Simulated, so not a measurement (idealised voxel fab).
This is a process module. Its name is voxel local oxidation.
Shown is cross-section cut, with a width of 155 nm and square cells of size 5 nm.
Cross-section = grid of square cells, listed top down in bands; band = one or more rows. Top, bottom (nm), then materials left to right with widths (nm); lone material tagged "edge to edge" fills the whole band edge to edge; "blank" = empty space. For the purposes of this specification, 0 denotes the height below which the wafer in its as-received condition is composed wholly of one material, and the lowermost band, lacking a lower limit, extends downward without end, as expressed in "top 0, no bottom". Read "30 to 40" as a graded width: first number on top, second number at the bottom, same change between each pair of neighbouring rows. "remained unchanged" means the step left every cell of the cross-section as it was. "Sealed void inventory" enumerates empty spaces isolated from the top, with no open way to it, that contain at least 8 cells, giving each as width x height at distance from the left edge, all three in nm. Where a step's line continues beyond its settings, the continuation is a remark by the simulator itself on that step. A step's line can hold "overlay nm"; with a mask on that step, the setting says how far right of the planned place the mask lay, while a negative setting says it lay to the left.

### Steps planned for the process
1: RECEIVE [material Si]
2: CONFORMAL_DEP [material SiO2] [thk nm 5]
3: CONFORMAL_DEP [material SiN] [thk nm 10]
4: DIRECTIONAL_DEP [material aC] [thk nm 15]
5: PATTERN [tone cover] [mask id ACTIVE] [material resist] [width nm 90] [thk nm 35] [overlay nm -15]
6: DIRECTIONAL_ETCH [etch materials aC] [depth nm 15]
7: STRIP [etch materials resist]
8: DIRECTIONAL_ETCH [etch materials SiN] [depth nm 10]
9: STRIP [etch materials aC]
10: SELECTIVE_ETCH [etch materials SiO2] [depth nm 5]
11: OXIDIZE [depth nm 10]
12: STRIP [etch materials SiN]
Among the wafers covered here, the point of difference is the overlay nm at step 5; their starting state is shared, and the plan presents the value of the first wafer.

### The first of several wafers as received, shown in cross-section; this is its state after step 1
top 0, no bottom | Si edge to edge
Sealed void inventory: none

### Rows = wafers. At module end, each row lists per material the cells gained (+) or lost (-) since the wafer was received, then the closed voids
overlay nm -15, -38 Si, +54 SiO2, Sealed void inventory: none
overlay nm -10, -38 Si, +54 SiO2, Sealed void inventory: none
overlay nm -5, -38 Si, +54 SiO2, Sealed void inventory: none
overlay nm 0, -38 Si, +54 SiO2, Sealed void inventory: none
overlay nm 5, -38 Si, +54 SiO2, Sealed void inventory: none
overlay nm 10, -38 Si, +54 SiO2, Sealed void inventory: none
overlay nm 15, -38 Si, +54 SiO2, Sealed void inventory: none
